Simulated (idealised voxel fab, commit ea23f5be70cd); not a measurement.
Module name: voxel quadruple lines (process module)
In the cross-section labelled cut, the width is 190 nm and each square cell is 5 nm.
Throughout this document, each cross-section is represented as a grid of square cells and is presented as a sequence of bands enumerated from the top downward, where a band comprises one or more rows of cells. This entry defines a band. It first specifies the height of the band's top and the height of its bottom in nm, and then specifies the band's materials from left to right, stating each material with its width in nm. The word "edge to edge" identifies a single material that fills the band from edge to edge, while the word "air" identifies empty space. Heights are reckoned from 0. Under this level, the received wafer is all of one material. The bottommost band is open-ended downward, for example "from 0 down". A two-number width, for instance "30..40", indicates that the width is equal to the first number in the top row of the band and to the second number in the bottom row, and that it changes by a constant amount per row of cells. Take "remained the same" at face value: in the step it is given for, the cross-section changed in none of its cells. Reported under the label "Enclosed cavity list" are the empty spaces having no open way to the top and comprising 8 cells or more; the notation for each is width x height at distance, in which the distance is measured from the left edge and all three values are in nm. Where a step's line continues beyond its settings, the continuation is a remark by the simulator itself on that step. overlay nm: how far to the right of its planned place the mask lay on this masked step (negative: to the left).

Intended process steps
| 1 | RECEIVE: material Si |
| 2 | CONFORMAL_DEP: material SiO2, thk nm 10 |
| 3 | DIRECTIONAL_DEP: material TiN, thk nm 10 |
| 4 | DIRECTIONAL_DEP: material polySi, thk nm 20 |
| 5 | DIRECTIONAL_DEP: material aC, thk nm 25 |
| 6 | PATTERN: tone cover, mask id MANDREL, material resist, width nm 20, thk nm 35, overlay nm 0 |
| 7 | DIRECTIONAL_ETCH: etch materials aC, depth nm 25 |
| 8 | STRIP: etch materials resist |
| 9 | CONFORMAL_DEP: material SiO2, thk nm 10 |
| 10 | DIRECTIONAL_ETCH: etch materials SiO2, depth nm 10 |
| 11 | STRIP: etch materials aC |
| 12 | DIRECTIONAL_ETCH: etch materials polySi, depth nm 20 |
| 13 | STRIP: etch materials SiO2 |
| 14 | CONFORMAL_DEP: material SiN, thk nm 5 |
| 15 | DIRECTIONAL_ETCH: etch materials SiN, depth nm 5 |
| 16 | STRIP: etch materials polySi |
| 17 | DIRECTIONAL_ETCH: etch materials TiN, depth nm 10 |
| 18 | STRIP: etch materials SiN |
| 19 | FILL_DEP: material SiO2, thk nm 10 |
| 20 | CMP: height nm 20 |

The first of a set of two wafers, run to plan

Cross-section, incoming material, after step 1
	from 0 down | Si edge to edge
	Enclosed cavity list: none

Presented here is a cross-section of the wafer after step 2 has been performed
	from 10 to 0 | SiO2 edge to edge
	Beneath the level 0, the cross-section is identical to its previous state.

Presented here is a cross-section of the wafer after step 3 has been performed
	from 20 to 10 | TiN edge to edge
	Beneath the level 10, the cross-section is identical to its previous state.

Presented here is a cross-section of the wafer after step 4 has been performed
	from 40 to 20 | polySi edge to edge
	Beneath the level 20, the cross-section is identical to its previous state.

Presented here is a cross-section of the wafer after step 5 has been performed
	from 65 to 40 | aC edge to edge
	Beneath the level 40, the cross-section is identical to its previous state.

Presented here is a cross-section of the wafer after step 6 has been performed
	from 100 to 65 | air 85, resist 20, air 85
	Beneath the level 65, the cross-section is identical to its previous state.

Presented here is a cross-section of the wafer after step 7 has been performed
	from 75 to 65 | air 85, resist 20, air 85
	from 65 to 40 | air 85, aC 20, air 85
	Beneath the level 40, the cross-section is identical to its previous state.

Presented here is a cross-section of the wafer after step 8 has been performed
	from 65 to 40 | air 85, aC 20, air 85
	Beneath the level 40, the cross-section is identical to its previous state.

Presented here is a cross-section of the wafer after step 9 has been performed
	from 75 to 65 | air 75, SiO2 40, air 75
	from 65 to 50 | air 75, SiO2 10, aC 20, SiO2 10, air 75
	from 50 to 40 | SiO2 85, aC 20, SiO2 85
	Beneath the level 40, the cross-section is identical to its previous state.

Presented here is a cross-section of the wafer after step 10 has been performed
	from 65 to 40 | air 75, SiO2 10, aC 20, SiO2 10, air 75
	Beneath the level 40, the cross-section is identical to its previous state.

Presented here is a cross-section of the wafer after step 11 has been performed
	from 65 to 40 | air 75, SiO2 10, air 20, SiO2 10, air 75
	Beneath the level 40, the cross-section is identical to its previous state.

Presented here is a cross-section of the wafer after step 12 has been performed
	from 65 to 40 | air 75, SiO2 10, air 20, SiO2 10, air 75
	from 40 to 20 | air 75, polySi 10, air 20, polySi 10, air 75
	Beneath the level 20, the cross-section is identical to its previous state.

Presented here is a cross-section of the wafer after step 13 has been performed
	from 40 to 20 | air 75, polySi 10, air 20, polySi 10, air 75
	Beneath the level 20, the cross-section is identical to its previous state.

Presented here is a cross-section of the wafer after step 14 has been performed
	from 45 to 40 | air 70, SiN 20, air 10, SiN 20, air 70
	from 40 to 25 | air 70, SiN 5, polySi 10, SiN 5, air 10, SiN 5, polySi 10, SiN 5, air 70
	from 25 to 20 | SiN 75, polySi 10, SiN 20, polySi 10, SiN 75
	Beneath the level 20, the cross-section is identical to its previous state.

Presented here is a cross-section of the wafer after step 15 has been performed
	from 40 to 20 | air 70, SiN 5, polySi 10, SiN 5, air 10, SiN 5, polySi 10, SiN 5, air 70
	Beneath the level 20, the cross-section is identical to its previous state.

Presented here is a cross-section of the wafer after step 16 has been performed
	from 40 to 20 | air 70, SiN 5, air 10, SiN 5, air 10, SiN 5, air 10, SiN 5, air 70
	Beneath the level 20, the cross-section is identical to its previous state.

Presented here is a cross-section of the wafer after step 17 has been performed
	from 40 to 20 | air 70, SiN 5, air 10, SiN 5, air 10, SiN 5, air 10, SiN 5, air 70
	from 20 to 10 | air 70, TiN 5, air 10, TiN 5, air 10, TiN 5, air 10, TiN 5, air 70
	Beneath the level 10, the cross-section is identical to its previous state.

Presented here is a cross-section of the wafer after step 18 has been performed
	from 20 to 10 | air 70, TiN 5, air 10, TiN 5, air 10, TiN 5, air 10, TiN 5, air 70
	Beneath the level 10, the cross-section is identical to its previous state.

Presented here is a cross-section of the wafer after step 19 has been performed
	from 30 to 20 | SiO2 edge to edge
	from 20 to 10 | SiO2 70, TiN 5, SiO2 10, TiN 5, SiO2 10, TiN 5, SiO2 10, TiN 5, SiO2 70
	Beneath the level 10, the cross-section is identical to its previous state.

Presented here is a cross-section of the wafer after step 20 has been performed
	from 20 to 10 | SiO2 70, TiN 5, SiO2 10, TiN 5, SiO2 10, TiN 5, SiO2 10, TiN 5, SiO2 70
	Beneath the level 10, the cross-section is identical to its previous state.

Wafer two of the pair: same origin, same plan, one error during the run; identical to wafer one up to and including step 18

Second wafer, section view, time point: scheduled end of step 19
	from 30 to 20 | aC edge to edge
	from 20 to 10 | aC 70, TiN 5, aC 10, TiN 5, aC 10, TiN 5, aC 10, TiN 5, aC 70
	Beneath the level 10, the cross-section is identical to its previous state.

Second wafer, section view, time point: scheduled end of step 20
	from 20 to 10 | aC 70, TiN 5, aC 10, TiN 5, aC 10, TiN 5, aC 10, TiN 5, aC 70
	Beneath the level 10, the cross-section is identical to its previous state.
Plan not followed: contrary to plan, step 19 was performed as FILL_DEP: material aC, thk nm 10
The second wafer ends with more or fewer cells of some materials than the first, per final count: -68 SiO2 | +68 aC
